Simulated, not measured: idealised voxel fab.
This is a process module. Its name is voxel fin reveal.
Cross-section cut spans 235 nm and uses square cells 5 nm in size.
Think of the cross-section as a grid of square cells. We describe it in bands, top to bottom, and each band covers one or more rows of those cells. Each band's line starts with the height of the band's top and of its bottom, in nm. Then come its materials from left to right, each with its width in nm. One material with "full width" fills the band from edge to edge. "blank" is empty space. It should be noted that heights are counted from 0, beneath which the wafer as supplied is of one material throughout, and that the lowest band possesses no lower boundary but continues downward, as written in "z 0 and below". Top row gets the first number, bottom row gets the second, and each row in between changes by the same step: that is how a band width like "30..40" works. Key: "nothing was modified" - step with no changed cell in the cross-section. Entry "Closed internal voids" = empty spaces >= 8 cells with no open way to the top; each as width x height at distance, distance from left edge, all nm. Past the settings on a step's line: simulator remark, on that step. What "overlay nm" on a step's line means: if the step has a mask, that mask lay this far to the right of its planned place, or, when the value is negative, to the left.
### plan
1) RECEIVE, material Si
2) CONFORMAL_DEP, material SiN, thk nm 5
3) PATTERN, tone cover, mask id FINS, material resist, width nm 15, pitch nm 40, thk nm 20, overlay nm 0
4) DIRECTIONAL_ETCH, etch materials SiN, depth nm 5
5) DIRECTIONAL_ETCH, etch materials Si, depth nm 35
6) STRIP, etch materials resist
7) OXIDIZE, depth nm 5
8) FILL_DEP, material SiO2, thk nm 5
9) CMP, height nm 5
10) SELECTIVE_ETCH, etch materials SiO2, depth nm 15
11) STRIP, etch materials SiN
12) CONFORMAL_DEP, material SiO2, thk nm 5
### Cross-section of the wafer upon arrival, representing the state reached after step 1
- z 0 and below  Si full width
- Closed internal voids: none
### Final wafer profile in cross-section after the module, from the same start and plan as above, with one mistake made during processing
- z 5 to 0  blank 55 / SiO2 15 / blank 25 / SiO2 15 / blank 25 / SiO2 15 / blank 25 / SiO2 15 / blank 45
- z 0 to -5  blank 55 / SiO2 5 / Si 5 / SiO2 5 / blank 25 / SiO2 5 / Si 5 / SiO2 5 / blank 25 / SiO2 5 / Si 5 / SiO2 5 / blank 25 / SiO2 5 / Si 5 / SiO2 5 / blank 45
- z -5 to -40  SiO2 60 / Si 5 / SiO2 35 / Si 5 / SiO2 35 / Si 5 / SiO2 35 / Si 5 / SiO2 50
- z -40 and below  Si full width
- Closed internal voids: none
The plan and the run diverged here: in deviation from the planned setting, step 3 was conducted as PATTERN, tone cover, mask id FINS, material resist, width nm 15, pitch nm 40, thk nm 20, overlay nm 5
